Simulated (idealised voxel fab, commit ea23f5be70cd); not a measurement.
Module name: voxel transistor to metal (process module)
Pictured: cross-section cut, 145 nm wide, on a grid of 5 nm square cells.
A cross-section is written here as square cells arranged in a grid, and it is given in bands from the top down, each band taking up one or more rows of cells. A band entry consists of two parts. The first gives the height of the band's top and the height of its bottom, in nm. The rest lists the band's materials from left to right, each with its width in nm. A single material labelled with the word "all across" fills the band from edge to edge, and the word "air" marks empty space. Height datum 0, below which the as-received substrate wafer is one material. Lowest band open at the bottom, running downward: "0 down". You'd read "30..40" like this: the band's top row of cells is as wide as the first number, its bottom row is as wide as the second, and going down, every row changes width by the same amount as the row before did. "all unchanged" means the step left every cell of the cross-section as it was. "Closed-off voids" lists enclosed empty spaces (at least 8 cells, no open path upward to the top), each as width x height at distance from the left edge, in nm. Where a step's line continues beyond its settings, the continuation is a remark by the simulator itself on that step. overlay nm: where the mask lay relative to plan, measured to the right, on steps with a mask; negatives go left.

**The planned process steps are enumerated hereunder**
1: RECEIVE, material Si
2: CONFORMAL_DEP, material SiO2, thk nm 5
3: CONFORMAL_DEP, material SiN, thk nm 10
4: DIRECTIONAL_DEP, material aC, thk nm 10
5: PATTERN, tone cover, mask id ACTIVE, material resist, width nm 105, thk nm 25, overlay nm 0
6: DIRECTIONAL_ETCH, etch materials aC, depth nm 10
7: STRIP, etch materials resist
8: DIRECTIONAL_ETCH, etch materials SiN, depth nm 10
9: DIRECTIONAL_ETCH, etch materials SiO2, depth nm 5
10: DIRECTIONAL_ETCH, etch materials Si, depth nm 25
11: STRIP, etch materials aC
12: FILL_DEP, material SiO2, thk nm 15
13: CMP, height nm 15
14: SELECTIVE_ETCH, etch materials SiO2, depth nm 5
15: STRIP, etch materials SiN
16: SELECTIVE_ETCH, etch materials SiO2, depth nm 5
17: OXIDIZE, depth nm 5
18: DIRECTIONAL_DEP, material polySi, thk nm 30
19: DIRECTIONAL_DEP, material SiCN, thk nm 10
20: MASKED_ETCH, tone cover, mask id GATE, width nm 25, etch materials SiCN, depth nm 20, overlay nm 0
21: MASKED_ETCH, tone cover, mask id GATE, width nm 25, etch materials polySi, depth nm 40, overlay nm 0
22: CONFORMAL_DEP, material SiO2, thk nm 5
23: DIRECTIONAL_ETCH, etch materials SiO2, depth nm 5
24: CONFORMAL_DEP, material SiN, thk nm 10
25: DIRECTIONAL_ETCH, etch materials SiN, depth nm 10
26: DIRECTIONAL_ETCH, etch materials SiO2, depth nm 5
27: DIRECTIONAL_ETCH, etch materials Si, depth nm 5
28: EPI, material nSi, thk nm 10
29: FILL_DEP, material SiO2, thk nm 10
30: CMP, height nm 40
31: DIRECTIONAL_DEP, material SiO2, thk nm 15
32: MASKED_ETCH, tone open, mask id CONTACT, width nm 15, pitch nm 80, etch materials SiO2, depth nm 50, overlay nm 0
33: CONFORMAL_DEP, material TiN, thk nm 5
34: FILL_DEP, material Ru, thk nm 10
35: CMP, height nm 55
36: CONFORMAL_DEP, material SiCN, thk nm 5
37: DIRECTIONAL_DEP, material lowk, thk nm 25
38: DIRECTIONAL_DEP, material aC, thk nm 15
39: PATTERN, tone open, mask id METAL_1, material resist, width nm 15, pitch nm 80, thk nm 30, overlay nm 0
40: DIRECTIONAL_ETCH, etch materials aC, depth nm 15
41: STRIP, etch materials resist
42: DIRECTIONAL_ETCH, etch materials lowk, depth nm 25
43: DIRECTIONAL_ETCH, etch materials SiCN, depth nm 5
44: STRIP, etch materials aC
45: CONFORMAL_DEP, material TiN, thk nm 5
46: FILL_DEP, material Cu, thk nm 10
47: CMP, height nm 85
48: CONFORMAL_DEP, material SiCN, thk nm 5
49: DIRECTIONAL_DEP, material SiO2, thk nm 25
50: DIRECTIONAL_DEP, material aC, thk nm 10
51: PATTERN, tone open, mask id METAL_2, material resist, width nm 15, pitch nm 80, thk nm 30, overlay nm 0
52: DIRECTIONAL_ETCH, etch materials aC, depth nm 10
53: STRIP, etch materials resist
54: DIRECTIONAL_ETCH, etch materials SiO2, depth nm 15
55: STRIP, etch materials aC
56: DIRECTIONAL_DEP, material aC, thk nm 15
57: PATTERN, tone open, mask id METAL_2_HOLES, material resist, width nm 15, pitch nm 80, thk nm 30, overlay nm 0
58: DIRECTIONAL_ETCH, etch materials aC, depth nm 15
59: STRIP, etch materials resist
60: DIRECTIONAL_ETCH, etch materials SiO2, depth nm 10
61: DIRECTIONAL_ETCH, etch materials SiCN, depth nm 5
62: STRIP, etch materials aC
63: CONFORMAL_DEP, material TiN, thk nm 5
64: FILL_DEP, material Cu, thk nm 10
65: CMP, height nm 115
66: CONFORMAL_DEP, material SiCN, thk nm 5

**Wafer at receipt (post step 1), cross-section**
    0 down  Si all across
    Closed-off voids: none

**The cross-section shown corresponds to the wafer at the conclusion of the module. The initial structure and the process plan are those presented above; however, one mistake occurred in executing the plan**
    120 to 115  SiCN all across
    115 to 90  25 of SiO2  5 of TiN  5 of Cu  5 of TiN  65 of SiO2  5 of TiN  5 of Cu  5 of TiN  25 of SiO2
    90 to 85  25 of SiCN  15 of TiN  65 of SiCN  15 of TiN  25 of SiCN
    85 to 60  25 of lowk  5 of TiN  5 of Cu  5 of TiN  65 of lowk  5 of TiN  5 of Cu  5 of TiN  25 of lowk
    60 to 55  25 of SiCN  15 of TiN  65 of SiCN  15 of TiN  25 of SiCN
    55 to 40  25 of SiO2  5 of TiN  5 of Ru  5 of TiN  65 of SiO2  5 of TiN  5 of Ru  5 of TiN  25 of SiO2
    40 to 35  25 of SiO2  5 of TiN  5 of Ru  5 of TiN  5 of SiO2  10 of SiN  5 of SiO2  25 of SiCN  5 of SiO2  10 of SiN  5 of SiO2  5 of TiN  5 of Ru  5 of TiN  25 of SiO2
    35 to 30  25 of SiO2  15 of TiN  5 of SiO2  10 of SiN  5 of SiO2  25 of SiCN  5 of SiO2  10 of SiN  5 of SiO2  5 of TiN  5 of Ru  5 of TiN  25 of SiO2
    30 to 10  25 of SiO2  10 of TiN  10 of SiN  5 of SiO2  35 of polySi  5 of SiO2  10 of SiN  5 of SiO2  5 of TiN  5 of Ru  5 of TiN  25 of SiO2
    10 to 5  25 of SiO2  10 of TiN  10 of SiN  5 of SiO2  35 of polySi  5 of SiO2  10 of SiN  5 of SiO2  15 of TiN  25 of SiO2
    5 to 0  20 of SiO2  10 of SiN  5 of nSi  10 of SiN  5 of SiO2  35 of polySi  5 of SiO2  10 of SiN  15 of nSi  10 of SiN  20 of SiO2
    0 to -5  30 of SiO2  5 of nSi  65 of SiO2  15 of nSi  30 of SiO2
    -5 to -10  20 of SiO2  10 of Si  5 of nSi  65 of Si  15 of nSi  10 of Si  20 of SiO2
    -10 to -25  20 of SiO2  105 of Si  20 of SiO2
    -25 down  Si all across
    Closed-off voids: none
Diagnosis: step 21 ran with different settings than intended, the actual operation and settings being MASKED_ETCH, tone cover, mask id GATE, width nm 25, etch materials polySi, depth nm 40, overlay nm -10
